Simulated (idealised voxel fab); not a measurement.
Process module heading - voxel transistor to metal
It is cross-section cut that appears here, measuring 200 nm in width, its square cells being 5 nm in size.
Think of the cross-section as a grid of square cells. We describe it in bands, top to bottom, and each band covers one or more rows of those cells.
Per band: top height and bottom height in nm, followed by the left-to-right materials and their widths in nm; "all across" marks a single material spanning edge to edge, "air" marks empty space.
Zero point of the height axis is 0; under it, received wafer = one material. Lowest band: continues down indefinitely, "z 0 and below".
The two numbers in a width such as "30..40" mark its ends across the band: the first belongs to the top row of cells, the second to the bottom row, and from each row to the next the width moves by the same amount.
"everything unchanged" after a step means that no cell of the cross-section changed.
What "Non-vented voids" gives you is every empty space of 8 cells or more that is cut off from the top. Each appears as width x height at distance, with the distance taken from the left edge and width, height and distance all in nm.
Formally, on a step line, whatever follows the settings is a remark that the simulator itself makes on the step.
"overlay nm", when on a step's line for a step with a mask, measures how far to the right of its planned place the mask lay; a negative measure means to the left.
Pairs, read this way: before one process step on the one hand, after it on the other, the after cross-section ending at the lowest band that changed; the step between, settings included, beneath. Same starting wafer throughout, but possibly different runs of this module, so no pair continues from the pair above unless its entry headed "Before this step" says so.
## Before this step
z 105 to 90 | SiO2: 60  air: 15  SiO2: 45  air: 15  SiO2: 65
z 90 to 80 | SiO2 all across
z 80 to 75 | SiCN all across
z 75 to 70 | SiCN: 60  TiN: 15  SiCN: 45  TiN: 15  SiCN: 65
z 70 to 55 | SiO2 all across
z 55 to 45 | SiO2: 60  TiN: 5  W: 5  TiN: 5  SiO2: 45  TiN: 5  W: 5  TiN: 5  SiO2: 65
z 45 to 30 | SiO2: 60  TiN: 5  W: 5  TiN: 5  SiN: 10  SiO2: 5  SiCN: 15  SiO2: 5  SiN: 10  TiN: 5  W: 5  TiN: 5  SiO2: 65
z 30 to 15 | SiO2: 60  TiN: 5  W: 5  TiN: 5  SiN: 10  SiO2: 5  polySi: 15  SiO2: 5  SiN: 10  TiN: 5  W: 5  TiN: 5  SiO2: 65
z 15 to 10 | SiO2: 60  TiN: 15  SiN: 10  SiO2: 5  polySi: 15  SiO2: 5  SiN: 10  TiN: 15  SiO2: 65
z 10 to 5 | SiO2: 60  nSi: 15  SiN: 10  SiO2: 5  polySi: 15  SiO2: 5  SiN: 10  nSi: 15  SiO2: 65
z 5 to 0 | SiO2: 55  SiN: 10  nSi: 10  SiN: 10  SiO2: 5  polySi: 15  SiO2: 5  SiN: 10  nSi: 10  SiN: 10  SiO2: 60
z 0 to -5 | SiO2: 65  nSi: 10  SiO2: 45  nSi: 10  SiO2: 70
z -5 to -20 | SiO2: 60  Si: 5  nSi: 10  Si: 45  nSi: 10  Si: 5  SiO2: 65
z -20 to -30 | SiO2: 60  Si: 75  SiO2: 65
z -30 and below | Si all across
Non-vented voids: none
## Post-Process Section
z 125 to 105 | resist: 60  air: 15  resist: 45  air: 15  resist: 65
Whatever lies below 105 is exactly as it was before.
Non-vented voids: none
Between the two cross-sections shown above lies PATTERN | tone open | mask id METAL_2_HOLES | material resist | width nm 15 | pitch nm 60 | thk nm 20 | overlay nm 0
Before this step: Reference is made to the cross-section shown after the step in the pair directly above, which represents the state prior to this step.
## Post-Process Section
z 125 to 105 | resist: 60  air: 15  resist: 45  air: 15  resist: 65
z 105 to 80 | SiO2: 60  air: 15  SiO2: 45  air: 15  SiO2: 65
Whatever lies below 80 is exactly as it was before.
Non-vented voids: none
Between the two cross-sections shown above lies DIRECTIONAL_ETCH | etch materials SiO2 | depth nm 10
Before this step: Reference is made to the cross-section shown after the step in the pair directly above, which represents the state prior to this step.
## Post-Process Section
z 125 to 105 | resist: 60  air: 15  resist: 45  air: 15  resist: 65
z 105 to 80 | SiO2: 60  air: 15  SiO2: 45  air: 15  SiO2: 65
z 80 to 75 | SiCN: 60  air: 15  SiCN: 45  air: 15  SiCN: 65
Whatever lies below 75 is exactly as it was before.
Non-vented voids: none
Between the two cross-sections shown above lies DIRECTIONAL_ETCH | etch materials SiCN | depth nm 5
Before this step: Reference is made to the cross-section shown after the step in the pair directly above, which represents the state prior to this step.
## Post-Process Section
z 105 to 80 | SiO2: 60  air: 15  SiO2: 45  air: 15  SiO2: 65
Whatever lies below 80 is exactly as it was before.
Non-vented voids: none
Between the two cross-sections shown above lies STRIP | etch materials resist
Before this step: Reference is made to the cross-section shown after the step in the pair directly above, which represents the state prior to this step.
## Post-Process Section
z 110 to 105 | TiN: 65  air: 5  TiN: 55  air: 5  TiN: 70
z 105 to 80 | SiO2: 60  TiN: 5  air: 5  TiN: 5  SiO2: 45  TiN: 5  air: 5  TiN: 5  SiO2: 65
z 80 to 70 | SiCN: 60  TiN: 15  SiCN: 45  TiN: 15  SiCN: 65
Whatever lies below 70 is exactly as it was before.
Non-vented voids: none
Between the two cross-sections shown above lies CONFORMAL_DEP | material TiN | thk nm 5
Before this step: Reference is made to the cross-section shown after the step in the pair directly above, which represents the state prior to this step.
## Post-Process Section
z 115 to 110 | Ru all across
z 110 to 105 | TiN: 65  Ru: 5  TiN: 55  Ru: 5  TiN: 70
z 105 to 80 | SiO2: 60  TiN: 5  Ru: 5  TiN: 5  SiO2: 45  TiN: 5  Ru: 5  TiN: 5  SiO2: 65
Whatever lies below 80 is exactly as it was before.
Non-vented voids: none
Between the two cross-sections shown above lies FILL_DEP | material Ru | thk nm 5
Before this step: Reference is made to the cross-section shown after the step in the pair directly above, which represents the state prior to this step.
## Post-Process Section
z 105 to 80 | SiO2: 60  TiN: 5  Ru: 5  TiN: 5  SiO2: 45  TiN: 5  Ru: 5  TiN: 5  SiO2: 65
Whatever lies below 80 is exactly as it was before.
Non-vented voids: none
Between the two cross-sections shown above lies CMP | height nm 105
Before this step: Reference is made to the cross-section shown after the step in the pair directly above, which represents the state prior to this step.
## Post-Process Section
z 110 to 105 | SiCN all across
Whatever lies below 105 is exactly as it was before.
Non-vented voids: none
Between the two cross-sections shown above lies CONFORMAL_DEP | material SiCN | thk nm 5
## Before this step
z 55 to 45 | air: 75  SiN: 45  air: 80
z 45 to 30 | air: 75  SiN: 10  SiO2: 5  SiCN: 15  SiO2: 5  SiN: 10  air: 80
z 30 to 15 | air: 75  SiN: 10  SiO2: 5  polySi: 15  SiO2: 5  SiN: 10  air: 80
z 15 to 10 | SiN: 65  air: 10  SiN: 10  SiO2: 5  polySi: 15  SiO2: 5  SiN: 10  air: 10  SiN: 70
z 10 to 5 | SiN: 85  SiO2: 5  polySi: 15  SiO2: 5  SiN: 90
z 5 to 0 | SiO2: 55  SiN: 30  SiO2: 5  polySi: 15  SiO2: 5  SiN: 30  SiO2: 60
z 0 to -5 | SiO2 all across
z -5 to -30 | SiO2: 60  Si: 75  SiO2: 65
z -30 and below | Si all across
Non-vented voids: none
## Post-Process Section
z 50 to 45 | air: 75  SiN: 45  air: 80
z 45 to 30 | air: 75  SiN: 10  SiO2: 5  SiCN: 15  SiO2: 5  SiN: 10  air: 80
z 30 to 10 | air: 75  SiN: 10  SiO2: 5  polySi: 15  SiO2: 5  SiN: 10  air: 80
z 10 to 5 | SiN: 65  air: 10  SiN: 10  SiO2: 5  polySi: 15  SiO2: 5  SiN: 10  air: 10  SiN: 70
Whatever lies below 5 is exactly as it was before.
Non-vented voids: none
Between the two cross-sections shown above lies DIRECTIONAL_ETCH | etch materials SiN | depth nm 5
Before this step: Reference is made to the cross-section shown after the step in the pair directly above, which represents the state prior to this step.
## Post-Process Section
z 55 to 50 | SiO2 all across
z 50 to 45 | SiO2: 75  SiN: 45  SiO2: 80
z 45 to 30 | SiO2: 75  SiN: 10  SiO2: 5  SiCN: 15  SiO2: 5  SiN: 10  SiO2: 80
z 30 to 10 | SiO2: 75  SiN: 10  SiO2: 5  polySi: 15  SiO2: 5  SiN: 10  SiO2: 80
z 10 to 5 | SiN: 65  SiO2: 10  SiN: 10  SiO2: 5  polySi: 15  SiO2: 5  SiN: 10  SiO2: 10  SiN: 70
Whatever lies below 5 is exactly as it was before.
Non-vented voids: none
Between the two cross-sections shown above lies FILL_DEP | material SiO2 | thk nm 5
Before this step: Reference is made to the cross-section shown after the step in the pair directly above, which represents the state prior to this step.
## Post-Process Section
z 45 to 30 | SiO2: 75  SiN: 10  SiO2: 5  SiCN: 15  SiO2: 5  SiN: 10  SiO2: 80
Whatever lies below 30 is exactly as it was before.
Non-vented voids: none
Between the two cross-sections shown above lies CMP | height nm 45
Before this step: Reference is made to the cross-section shown after the step in the pair directly above, which represents the state prior to this step.
## Post-Process Section
z 55 to 45 | SiO2 all across
Whatever lies below 45 is exactly as it was before.
Non-vented voids: none
Between the two cross-sections shown above lies DIRECTIONAL_DEP | material SiO2 | thk nm 10
Before this step: Reference is made to the cross-section shown after the step in the pair directly above, which represents the state prior to this step.
## Post-Process Section
z 65 to 55 | aC all across
Whatever lies below 55 is exactly as it was before.
Non-vented voids: none
Between the two cross-sections shown above lies DIRECTIONAL_DEP | material aC | thk nm 10
Before this step: Reference is made to the cross-section shown after the step in the pair directly above, which represents the state prior to this step.
## Post-Process Section
z 95 to 65 | resist: 60  air: 15  resist: 45  air: 15  resist: 65
Whatever lies below 65 is exactly as it was before.
Non-vented voids: none
Between the two cross-sections shown above lies PATTERN | tone open | mask id CONTACT | material resist | width nm 15 | pitch nm 60 | thk nm 30 | overlay nm 0
Before this step: Reference is made to the cross-section shown after the step in the pair directly above, which represents the state prior to this step.
## Post-Process Section
z 85 to 65 | resist: 60  air: 15  resist: 45  air: 15  resist: 65
z 65 to 55 | aC: 60  air: 15  aC: 45  air: 15  aC: 65
Whatever lies below 55 is exactly as it was before.
Non-vented voids: none
Between the two cross-sections shown above lies DIRECTIONAL_ETCH | etch materials aC | depth nm 10
Before this step: Reference is made to the cross-section shown after the step in the pair directly above, which represents the state prior to this step.
## Post-Process Section
z 65 to 55 | aC: 60  air: 15  aC: 45  air: 15  aC: 65
Whatever lies below 55 is exactly as it was before.
Non-vented voids: none
Between the two cross-sections shown above lies STRIP | etch materials resist
Before this step: Reference is made to the cross-section shown after the step in the pair directly above, which represents the state prior to this step.
## Post-Process Section
z 65 to 55 | aC: 60  air: 15  aC: 45  air: 15  aC: 65
z 55 to 45 | SiO2: 60  air: 15  SiO2: 45  air: 15  SiO2: 65
z 45 to 30 | SiO2: 60  air: 15  SiN: 10  SiO2: 5  SiCN: 15  SiO2: 5  SiN: 10  air: 15  SiO2: 65
z 30 to 10 | SiO2: 60  air: 15  SiN: 10  SiO2: 5  polySi: 15  SiO2: 5  SiN: 10  air: 15  SiO2: 65
Whatever lies below 10 is exactly as it was before.
Non-vented voids: none
Between the two cross-sections shown above lies DIRECTIONAL_ETCH | etch materials SiO2 | depth nm 45
Before this step: Reference is made to the cross-section shown after the step in the pair directly above, which represents the state prior to this step.
## Post-Process Section
z 55 to 45 | SiO2: 60  air: 15  SiO2: 45  air: 15  SiO2: 65
Whatever lies below 45 is exactly as it was before.
Non-vented voids: none
Between the two cross-sections shown above lies STRIP | etch materials aC
Before this step: Reference is made to the cross-section shown after the step in the pair directly above, which represents the state prior to this step.
## Post-Process Section
z 60 to 55 | TiN: 65  air: 5  TiN: 55  air: 5  TiN: 70
z 55 to 45 | SiO2: 60  TiN: 5  air: 5  TiN: 5  SiO2: 45  TiN: 5  air: 5  TiN: 5  SiO2: 65
z 45 to 30 | SiO2: 60  TiN: 5  air: 5  TiN: 5  SiN: 10  SiO2: 5  SiCN: 15  SiO2: 5  SiN: 10  TiN: 5  air: 5  TiN: 5  SiO2: 65
z 30 to 15 | SiO2: 60  TiN: 5  air: 5  TiN: 5  SiN: 10  SiO2: 5  polySi: 15  SiO2: 5  SiN: 10  TiN: 5  air: 5  TiN: 5  SiO2: 65
z 15 to 10 | SiO2: 60  TiN: 15  SiN: 10  SiO2: 5  polySi: 15  SiO2: 5  SiN: 10  TiN: 15  SiO2: 65
Whatever lies below 10 is exactly as it was before.
Non-vented voids: none
Between the two cross-sections shown above lies CONFORMAL_DEP | material TiN | thk nm 5
Before this step: Reference is made to the cross-section shown after the step in the pair directly above, which represents the state prior to this step.
## Post-Process Section
z 70 to 60 | W all across
z 60 to 55 | TiN: 65  W: 5  TiN: 55  W: 5  TiN: 70
z 55 to 45 | SiO2: 60  TiN: 5  W: 5  TiN: 5  SiO2: 45  TiN: 5  W: 5  TiN: 5  SiO2: 65
z 45 to 30 | SiO2: 60  TiN: 5  W: 5  TiN: 5  SiN: 10  SiO2: 5  SiCN: 15  SiO2: 5  SiN: 10  TiN: 5  W: 5  TiN: 5  SiO2: 65
z 30 to 15 | SiO2: 60  TiN: 5  W: 5  TiN: 5  SiN: 10  SiO2: 5  polySi: 15  SiO2: 5  SiN: 10  TiN: 5  W: 5  TiN: 5  SiO2: 65
Whatever lies below 15 is exactly as it was before.
Non-vented voids: none
Between the two cross-sections shown above lies FILL_DEP | material W | thk nm 10
Before this step: Reference is made to the cross-section shown after the step in the pair directly above, which represents the state prior to this step.
## Post-Process Section
z 55 to 45 | SiO2: 60  TiN: 5  W: 5  TiN: 5  SiO2: 45  TiN: 5  W: 5  TiN: 5  SiO2: 65
Whatever lies below 45 is exactly as it was before.
Non-vented voids: none
Between the two cross-sections shown above lies CMP | height nm 55
Before this step: Reference is made to the cross-section shown after the step in the pair directly above, which represents the state prior to this step.
## Post-Process Section
z 60 to 55 | SiCN all across
Whatever lies below 55 is exactly as it was before.
Non-vented voids: none
Between the two cross-sections shown above lies CONFORMAL_DEP | material SiCN | thk nm 5
Before this step: Reference is made to the cross-section shown after the step in the pair directly above, which represents the state prior to this step.
## Post-Process Section
z 75 to 60 | SiO2 all across
Whatever lies below 60 is exactly as it was before.
Non-vented voids: none
Between the two cross-sections shown above lies DIRECTIONAL_DEP | material SiO2 | thk nm 15
Before this step: Reference is made to the cross-section shown after the step in the pair directly above, which represents the state prior to this step.
## Post-Process Section
z 90 to 75 | resist: 60  air: 15  resist: 45  air: 15  resist: 65
Whatever lies below 75 is exactly as it was before.
Non-vented voids: none
Between the two cross-sections shown above lies PATTERN | tone open | mask id METAL_1 | material resist | width nm 15 | pitch nm 60 | thk nm 15 | overlay nm 0
Before this step: Reference is made to the cross-section shown after the step in the pair directly above, which represents the state prior to this step.
## Post-Process Section
z 90 to 75 | resist: 60  air: 15  resist: 45  air: 15  resist: 65
z 75 to 60 | SiO2: 60  air: 15  SiO2: 45  air: 15  SiO2: 65
Whatever lies below 60 is exactly as it was before.
Non-vented voids: none
Between the two cross-sections shown above lies DIRECTIONAL_ETCH | etch materials SiO2 | depth nm 15
Before this step: Reference is made to the cross-section shown after the step in the pair directly above, which represents the state prior to this step.
## Post-Process Section
z 90 to 75 | resist: 60  air: 15  resist: 45  air: 15  resist: 65
z 75 to 60 | SiO2: 60  air: 15  SiO2: 45  air: 15  SiO2: 65
z 60 to 55 | SiCN: 60  air: 15  SiCN: 45  air: 15  SiCN: 65
Whatever lies below 55 is exactly as it was before.
Non-vented voids: none
Between the two cross-sections shown above lies DIRECTIONAL_ETCH | etch materials SiCN | depth nm 5
Before this step: Reference is made to the cross-section shown after the step in the pair directly above, which represents the state prior to this step.
## Post-Process Section
z 75 to 60 | SiO2: 60  air: 15  SiO2: 45  air: 15  SiO2: 65
Whatever lies below 60 is exactly as it was before.
Non-vented voids: none
Between the two cross-sections shown above lies STRIP | etch materials resist
Before this step: Reference is made to the cross-section shown after the step in the pair directly above, which represents the state prior to this step.
## Post-Process Section
z 80 to 75 | TiN: 65  air: 5  TiN: 55  air: 5  TiN: 70
z 75 to 60 | SiO2: 60  TiN: 5  air: 5  TiN: 5  SiO2: 45  TiN: 5  air: 5  TiN: 5  SiO2: 65
z 60 to 55 | SiCN: 60  TiN: 15  SiCN: 45  TiN: 15  SiCN: 65
Whatever lies below 55 is exactly as it was before.
Non-vented voids: none
Between the two cross-sections shown above lies CONFORMAL_DEP | material TiN | thk nm 5
Before this step: Reference is made to the cross-section shown after the step in the pair directly above, which represents the state prior to this step.
## Post-Process Section
z 90 to 80 | W all across
z 80 to 75 | TiN: 65  W: 5  TiN: 55  W: 5  TiN: 70
z 75 to 60 | SiO2: 60  TiN: 5  W: 5  TiN: 5  SiO2: 45  TiN: 5  W: 5  TiN: 5  SiO2: 65
Whatever lies below 60 is exactly as it was before.
Non-vented voids: none
Between the two cross-sections shown above lies FILL_DEP | material W | thk nm 10
Before this step: Reference is made to the cross-section shown after the step in the pair directly above, which represents the state prior to this step.
## Post-Process Section
z 75 to 60 | SiO2: 60  TiN: 5  W: 5  TiN: 5  SiO2: 45  TiN: 5  W: 5  TiN: 5  SiO2: 65
Whatever lies below 60 is exactly as it was before.
Non-vented voids: none
Between the two cross-sections shown above lies CMP | height nm 75
Before this step: Reference is made to the cross-section shown after the step in the pair directly above, which represents the state prior to this step.
## Post-Process Section
z 80 to 75 | SiCN all across
Whatever lies below 75 is exactly as it was before.
Non-vented voids: none
Between the two cross-sections shown above lies CONFORMAL_DEP | material SiCN | thk nm 5
Before this step: Reference is made to the cross-section shown after the step in the pair directly above, which represents the state prior to this step.
## Post-Process Section
z 105 to 80 | SiO2 all across
Whatever lies below 80 is exactly as it was before.
Non-vented voids: none
Between the two cross-sections shown above lies DIRECTIONAL_DEP | material SiO2 | thk nm 25
Before this step: Reference is made to the cross-section shown after the step in the pair directly above, which represents the state prior to this step.
## Post-Process Section
z 125 to 105 | resist: 60  air: 15  resist: 45  air: 15  resist: 65
Whatever lies below 105 is exactly as it was before.
Non-vented voids: none
Between the two cross-sections shown above lies PATTERN | tone open | mask id METAL_2 | material resist | width nm 15 | pitch nm 60 | thk nm 20 | overlay nm 0
Before this step: Reference is made to the cross-section shown after the step in the pair directly above, which represents the state prior to this step.
## Post-Process Section
z 125 to 105 | resist: 60  air: 15  resist: 45  air: 15  resist: 65
z 105 to 90 | SiO2: 60  air: 15  SiO2: 45  air: 15  SiO2: 65
Whatever lies below 90 is exactly as it was before.
Non-vented voids: none
Between the two cross-sections shown above lies DIRECTIONAL_ETCH | etch materials SiO2 | depth nm 15
Before this step: Reference is made to the cross-section shown after the step in the pair directly above, which represents the state prior to this step.
## Post-Process Section
z 105 to 90 | SiO2: 60  air: 15  SiO2: 45  air: 15  SiO2: 65
Whatever lies below 90 is exactly as it was before.
Non-vented voids: none
Between the two cross-sections shown above lies STRIP | etch materials resist
Before this step: Reference is made to the cross-section shown after the step in the pair directly above, which represents the state prior to this step.
## Post-Process Section
z 125 to 105 | resist: 60  air: 15  resist: 45  air: 15  resist: 65
Whatever lies below 105 is exactly as it was before.
Non-vented voids: none
Between the two cross-sections shown above lies PATTERN | tone open | mask id METAL_2_HOLES | material resist | width nm 15 | pitch nm 60 | thk nm 20 | overlay nm 0
Before this step: Reference is made to the cross-section shown after the step in the pair directly above, which represents the state prior to this step.
## Post-Process Section
z 125 to 105 | resist: 60  air: 15  resist: 45  air: 15  resist: 65
z 105 to 80 | SiO2: 60  air: 15  SiO2: 45  air: 15  SiO2: 65
Whatever lies below 80 is exactly as it was before.
Non-vented voids: none
Between the two cross-sections shown above lies DIRECTIONAL_ETCH | etch materials SiO2 | depth nm 10
Before this step: Reference is made to the cross-section shown after the step in the pair directly above, which represents the state prior to this step.
## Post-Process Section
z 125 to 105 | resist: 60  air: 15  resist: 45  air: 15  resist: 65
z 105 to 80 | SiO2: 60  air: 15  SiO2: 45  air: 15  SiO2: 65
z 80 to 75 | SiCN: 60  air: 15  SiCN: 45  air: 15  SiCN: 65
Whatever lies below 75 is exactly as it was before.
Non-vented voids: none
Between the two cross-sections shown above lies DIRECTIONAL_ETCH | etch materials SiCN | depth nm 5
Before this step: Reference is made to the cross-section shown after the step in the pair directly above, which represents the state prior to this step.
## Post-Process Section
z 105 to 80 | SiO2: 60  air: 15  SiO2: 45  air: 15  SiO2: 65
Whatever lies below 80 is exactly as it was before.
Non-vented voids: none
Between the two cross-sections shown above lies STRIP | etch materials resist
Before this step: Reference is made to the cross-section shown after the step in the pair directly above, which represents the state prior to this step.
## Post-Process Section
z 110 to 105 | TiN: 65  air: 5  TiN: 55  air: 5  TiN: 70
z 105 to 80 | SiO2: 60  TiN: 5  air: 5  TiN: 5  SiO2: 45  TiN: 5  air: 5  TiN: 5  SiO2: 65
z 80 to 75 | SiCN: 60  TiN: 15  SiCN: 45  TiN: 15  SiCN: 65
Whatever lies below 75 is exactly as it was before.
Non-vented voids: none
Between the two cross-sections shown above lies CONFORMAL_DEP | material TiN | thk nm 5
Before this step: Reference is made to the cross-section shown after the step in the pair directly above, which represents the state prior to this step.
## Post-Process Section
z 115 to 110 | Ru all across
z 110 to 105 | TiN: 65  Ru: 5  TiN: 55  Ru: 5  TiN: 70
z 105 to 80 | SiO2: 60  TiN: 5  Ru: 5  TiN: 5  SiO2: 45  TiN: 5  Ru: 5  TiN: 5  SiO2: 65
Whatever lies below 80 is exactly as it was before.
Non-vented voids: none
Between the two cross-sections shown above lies FILL_DEP | material Ru | thk nm 5
Before this step: Reference is made to the cross-section shown after the step in the pair directly above, which represents the state prior to this step.
## Post-Process Section
z 105 to 80 | SiO2: 60  TiN: 5  Ru: 5  TiN: 5  SiO2: 45  TiN: 5  Ru: 5  TiN: 5  SiO2: 65
Whatever lies below 80 is exactly as it was before.
Non-vented voids: none
Between the two cross-sections shown above lies CMP | height nm 105
Before this step: Reference is made to the cross-section shown after the step in the pair directly above, which represents the state prior to this step.
## Post-Process Section
z 110 to 105 | SiCN all across
Whatever lies below 105 is exactly as it was before.
Non-vented voids: none
Between the two cross-sections shown above lies CONFORMAL_DEP | material SiCN | thk nm 5
## Before this step
z 75 to 60 | SiO2 all across
z 60 to 55 | SiCN all across
z 55 to 45 | SiO2: 60  TiN: 5  W: 5  TiN: 5  SiO2: 45  TiN: 5  W: 5  TiN: 5  SiO2: 65
z 45 to 30 | SiO2: 60  TiN: 5  W: 5  TiN: 5  SiN: 10  SiO2: 5  SiCN: 15  SiO2: 5  SiN: 10  TiN: 5  W: 5  TiN: 5  SiO2: 65
z 30 to 15 | SiO2: 60  TiN: 5  W: 5  TiN: 5  SiN: 10  SiO2: 5  polySi: 15  SiO2: 5  SiN: 10  TiN: 5  W: 5  TiN: 5  SiO2: 65
z 15 to 10 | SiO2: 60  TiN: 15  SiN: 10  SiO2: 5  polySi: 15  SiO2: 5  SiN: 10  TiN: 15  SiO2: 65
z 10 to 5 | SiO2: 60  nSi: 15  SiN: 10  SiO2: 5  polySi: 15  SiO2: 5  SiN: 10  nSi: 15  SiO2: 65
z 5 to 0 | SiO2: 55  SiN: 10  nSi: 10  SiN: 10  SiO2: 5  polySi: 15  SiO2: 5  SiN: 10  nSi: 10  SiN: 10  SiO2: 60
z 0 to -5 | SiO2: 65  nSi: 10  SiO2: 45  nSi: 10  SiO2: 70
z -5 to -20 | SiO2: 60  Si: 5  nSi: 10  Si: 45  nSi: 10  Si: 5  SiO2: 65
z -20 to -30 | SiO2: 60  Si: 75  SiO2: 65
z -30 and below | Si all across
Non-vented voids: none
## Post-Process Section
z 90 to 75 | resist: 55  air: 25  resist: 35  air: 25  resist: 60
Whatever lies below 75 is exactly as it was before.
Non-vented voids: none
Between the two cross-sections shown above lies PATTERN | tone open | mask id METAL_1 | material resist | width nm 25 | pitch nm 60 | thk nm 15 | overlay nm 0
Before this step: Reference is made to the cross-section shown after the step in the pair directly above, which represents the state prior to this step.
## Post-Process Section
z 90 to 75 | resist: 55  air: 25  resist: 35  air: 25  resist: 60
z 75 to 60 | SiO2: 55  air: 25  SiO2: 35  air: 25  SiO2: 60
Whatever lies below 60 is exactly as it was before.
Non-vented voids: none
Between the two cross-sections shown above lies DIRECTIONAL_ETCH | etch materials SiO2 | depth nm 15
Before this step: Reference is made to the cross-section shown after the step in the pair directly above, which represents the state prior to this step.
## Post-Process Section
z 90 to 75 | resist: 55  air: 25  resist: 35  air: 25  resist: 60
z 75 to 60 | SiO2: 55  air: 25  SiO2: 35  air: 25  SiO2: 60
z 60 to 55 | SiCN: 55  air: 25  SiCN: 35  air: 25  SiCN: 60
Whatever lies below 55 is exactly as it was before.
Non-vented voids: none
Between the two cross-sections shown above lies DIRECTIONAL_ETCH | etch materials SiCN | depth nm 5
Before this step: Reference is made to the cross-section shown after the step in the pair directly above, which represents the state prior to this step.
## Post-Process Section
z 75 to 60 | SiO2: 55  air: 25  SiO2: 35  air: 25  SiO2: 60
Whatever lies below 60 is exactly as it was before.
Non-vented voids: none
Between the two cross-sections shown above lies STRIP | etch materials resist
Before this step: Reference is made to the cross-section shown after the step in the pair directly above, which represents the state prior to this step.
## Post-Process Section
z 80 to 75 | TiN: 60  air: 15  TiN: 45  air: 15  TiN: 65
z 75 to 60 | SiO2: 55  TiN: 5  air: 15  TiN: 5  SiO2: 35  TiN: 5  air: 15  TiN: 5  SiO2: 60
z 60 to 55 | SiCN: 55  TiN: 25  SiCN: 35  TiN: 25  SiCN: 60
Whatever lies below 55 is exactly as it was before.
Non-vented voids: none
Between the two cross-sections shown above lies CONFORMAL_DEP | material TiN | thk nm 5
Before this step: Reference is made to the cross-section shown after the step in the pair directly above, which represents the state prior to this step.
## Post-Process Section
z 90 to 80 | W all across
z 80 to 75 | TiN: 60  W: 15  TiN: 45  W: 15  TiN: 65
z 75 to 60 | SiO2: 55  TiN: 5  W: 15  TiN: 5  SiO2: 35  TiN: 5  W: 15  TiN: 5  SiO2: 60
Whatever lies below 60 is exactly as it was before.
Non-vented voids: none
Between the two cross-sections shown above lies FILL_DEP | material W | thk nm 10
Before this step: Reference is made to the cross-section shown after the step in the pair directly above, which represents the state prior to this step.
## Post-Process Section
z 75 to 60 | SiO2: 55  TiN: 5  W: 15  TiN: 5  SiO2: 35  TiN: 5  W: 15  TiN: 5  SiO2: 60
Whatever lies below 60 is exactly as it was before.
Non-vented voids: none
Between the two cross-sections shown above lies CMP | height nm 75
Before this step: Reference is made to the cross-section shown after the step in the pair directly above, which represents the state prior to this step.
## Post-Process Section
z 80 to 75 | SiCN all across
Whatever lies below 75 is exactly as it was before.
Non-vented voids: none
Between the two cross-sections shown above lies CONFORMAL_DEP | material SiCN | thk nm 5
Before this step: Reference is made to the cross-section shown after the step in the pair directly above, which represents the state prior to this step.
## Post-Process Section
z 105 to 80 | SiO2 all across
Whatever lies below 80 is exactly as it was before.
Non-vented voids: none
Between the two cross-sections shown above lies DIRECTIONAL_DEP | material SiO2 | thk nm 25
Before this step: Reference is made to the cross-section shown after the step in the pair directly above, which represents the state prior to this step.
## Post-Process Section
z 125 to 105 | resist: 60  air: 15  resist: 45  air: 15  resist: 65
Whatever lies below 105 is exactly as it was before.
Non-vented voids: none
Between the two cross-sections shown above lies PATTERN | tone open | mask id METAL_2 | material resist | width nm 15 | pitch nm 60 | thk nm 20 | overlay nm 0
Before this step: Reference is made to the cross-section shown after the step in the pair directly above, which represents the state prior to this step.
## Post-Process Section
z 125 to 105 | resist: 60  air: 15  resist: 45  air: 15  resist: 65
z 105 to 90 | SiO2: 60  air: 15  SiO2: 45  air: 15  SiO2: 65
Whatever lies below 90 is exactly as it was before.
Non-vented voids: none
Between the two cross-sections shown above lies DIRECTIONAL_ETCH | etch materials SiO2 | depth nm 15
Before this step: Reference is made to the cross-section shown after the step in the pair directly above, which represents the state prior to this step.
## Post-Process Section
z 105 to 90 | SiO2: 60  air: 15  SiO2: 45  air: 15  SiO2: 65
Whatever lies below 90 is exactly as it was before.
Non-vented voids: none
Between the two cross-sections shown above lies STRIP | etch materials resist
Before this step: Reference is made to the cross-section shown after the step in the pair directly above, which represents the state prior to this step.
## Post-Process Section
z 125 to 105 | resist: 60  air: 15  resist: 45  air: 15  resist: 65
Whatever lies below 105 is exactly as it was before.
Non-vented voids: none
Between the two cross-sections shown above lies PATTERN | tone open | mask id METAL_2_HOLES | material resist | width nm 15 | pitch nm 60 | thk nm 20 | overlay nm 0
Before this step: Reference is made to the cross-section shown after the step in the pair directly above, which represents the state prior to this step.
## Post-Process Section
z 125 to 105 | resist: 60  air: 15  resist: 45  air: 15  resist: 65
z 105 to 80 | SiO2: 60  air: 15  SiO2: 45  air: 15  SiO2: 65
Whatever lies below 80 is exactly as it was before.
Non-vented voids: none
Between the two cross-sections shown above lies DIRECTIONAL_ETCH | etch materials SiO2 | depth nm 10
Before this step: Reference is made to the cross-section shown after the step in the pair directly above, which represents the state prior to this step.
## Post-Process Section
z 125 to 105 | resist: 60  air: 15  resist: 45  air: 15  resist: 65
z 105 to 80 | SiO2: 60  air: 15  SiO2: 45  air: 15  SiO2: 65
z 80 to 75 | SiCN: 60  air: 15  SiCN: 45  air: 15  SiCN: 65
Whatever lies below 75 is exactly as it was before.
Non-vented voids: none
Between the two cross-sections shown above lies DIRECTIONAL_ETCH | etch materials SiCN | depth nm 5
Before this step: Reference is made to the cross-section shown after the step in the pair directly above, which represents the state prior to this step.
## Post-Process Section
z 105 to 80 | SiO2: 60  air: 15  SiO2: 45  air: 15  SiO2: 65
Whatever lies below 80 is exactly as it was before.
Non-vented voids: none
Between the two cross-sections shown above lies STRIP | etch materials resist
Before this step: Reference is made to the cross-section shown after the step in the pair directly above, which represents the state prior to this step.
## Post-Process Section
z 110 to 105 | TiN: 65  air: 5  TiN: 55  air: 5  TiN: 70
z 105 to 80 | SiO2: 60  TiN: 5  air: 5  TiN: 5  SiO2: 45  TiN: 5  air: 5  TiN: 5  SiO2: 65
z 80 to 75 | SiCN: 60  TiN: 15  SiCN: 45  TiN: 15  SiCN: 65
Whatever lies below 75 is exactly as it was before.
Non-vented voids: none
Between the two cross-sections shown above lies CONFORMAL_DEP | material TiN | thk nm 5
Before this step: Reference is made to the cross-section shown after the step in the pair directly above, which represents the state prior to this step.
## Post-Process Section
z 115 to 110 | Ru all across
z 110 to 105 | TiN: 65  Ru: 5  TiN: 55  Ru: 5  TiN: 70
z 105 to 80 | SiO2: 60  TiN: 5  Ru: 5  TiN: 5  SiO2: 45  TiN: 5  Ru: 5  TiN: 5  SiO2: 65
Whatever lies below 80 is exactly as it was before.
Non-vented voids: none
Between the two cross-sections shown above lies FILL_DEP | material Ru | thk nm 5
Before this step: Reference is made to the cross-section shown after the step in the pair directly above, which represents the state prior to this step.
## Post-Process Section
z 105 to 80 | SiO2: 60  TiN: 5  Ru: 5  TiN: 5  SiO2: 45  TiN: 5  Ru: 5  TiN: 5  SiO2: 65
Whatever lies below 80 is exactly as it was before.
Non-vented voids: none
Between the two cross-sections shown above lies CMP | height nm 105
